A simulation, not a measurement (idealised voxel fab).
The process module that follows is named voxel self aligned vias.
It is cross-section cut that appears here, measuring 285 nm in width, its square cells being 5 nm in size.
The cross-sections in this document take the form of a grid made of square cells. They are written out as bands, in order from top to bottom. Each band consists of one or more rows of cells. The entry gives the band's vertical extent as a top height and a bottom height in nm, then its horizontal make-up as materials from left to right, each with a width in nm. "blank" stands for empty space; a single material marked "full width" fills the band edge to edge. Height datum 0, below which the as-received substrate wafer is one material. Lowest band open at the bottom, running downward: "0 down". Per-row width for "30->40": begins at first number (top row of band), ends at second number (bottom row), increment between rows held constant. "left unchanged" (step): cross-section cells unchanged, all of them. "Unvented voids": empty spaces of 8 cells or more with no open way to the top, each given as width x height at distance, distance from the left edge, all in nm. Read whatever lies past the settings on a step's line as the simulator's own remark about the step. overlay nm: how far to the right of its planned place the mask lay on this masked step (negative: to the left).
[The steps planned for the process are as follows]
- 1: RECEIVE, material Si
- 2: CONFORMAL_DEP, material SiO2, thk nm 15
- 3: CONFORMAL_DEP, material SiCN, thk nm 5
- 4: DIRECTIONAL_DEP, material lowk, thk nm 25
- 5: PATTERN, tone open, mask id LINES, material resist, width nm 30, pitch nm 70, thk nm 20, overlay nm 0
- 6: DIRECTIONAL_ETCH, etch materials lowk, depth nm 25
- 7: STRIP, etch materials resist
- 8: CONFORMAL_DEP, material TiN, thk nm 5
- 9: FILL_DEP, material Ru, thk nm 10
- 10: CMP, height nm 45
- 11: SELECTIVE_ETCH, etch materials W Ru TiN, depth nm 5
- 12: FILL_DEP, material SiN, thk nm 10
- 13: CMP, height nm 45
- 14: DIRECTIONAL_DEP, material lowk, thk nm 20
- 15: PATTERN, tone open, mask id VIAS, material resist, width nm 30, pitch nm 70, thk nm 15, overlay nm 0
- 16: DIRECTIONAL_ETCH, etch materials lowk, depth nm 20
- 17: DIRECTIONAL_ETCH, etch materials SiN, depth nm 5
- 18: STRIP, etch materials resist
- 19: CONFORMAL_DEP, material TiN, thk nm 5
- 20: FILL_DEP, material Cu, thk nm 10
- 21: CMP, height nm 65
- 22: CONFORMAL_DEP, material SiN, thk nm 5
Be aware that, although all wafers share a common starting state, the width nm at step 15 differs among them, and the plan displays the first wafer's value.
[As received, i.e. after step 1: cross-section through the first of several wafers]
0 down  Si full width
Unvented voids: none
[For your reference, the table is organized with a row per wafer; each row reflects the wafer at the end of the module, indicating for each material the cells gained (+) or lost (-) since receipt, and thereafter its closed voids]
width nm 30, +32 Cu, +24 Ru, +57 SiCN, +57 SiN, +171 SiO2, +52 TiN, +405 lowk, Unvented voids: none
width nm 35, +38 Cu, +24 Ru, +57 SiCN, +57 SiN, +171 SiO2, +54 TiN, +397 lowk, Unvented voids: none
width nm 40, +44 Cu, +24 Ru, +57 SiCN, +57 SiN, +171 SiO2, +56 TiN, +389 lowk, Unvented voids: none
width nm 45, +50 Cu, +24 Ru, +57 SiCN, +57 SiN, +171 SiO2, +58 TiN, +381 lowk, Unvented voids: none
width nm 50, +56 Cu, +24 Ru, +57 SiCN, +57 SiN, +171 SiO2, +60 TiN, +373 lowk, Unvented voids: none
width nm 55, +62 Cu, +24 Ru, +57 SiCN, +57 SiN, +171 SiO2, +62 TiN, +365 lowk, Unvented voids: none
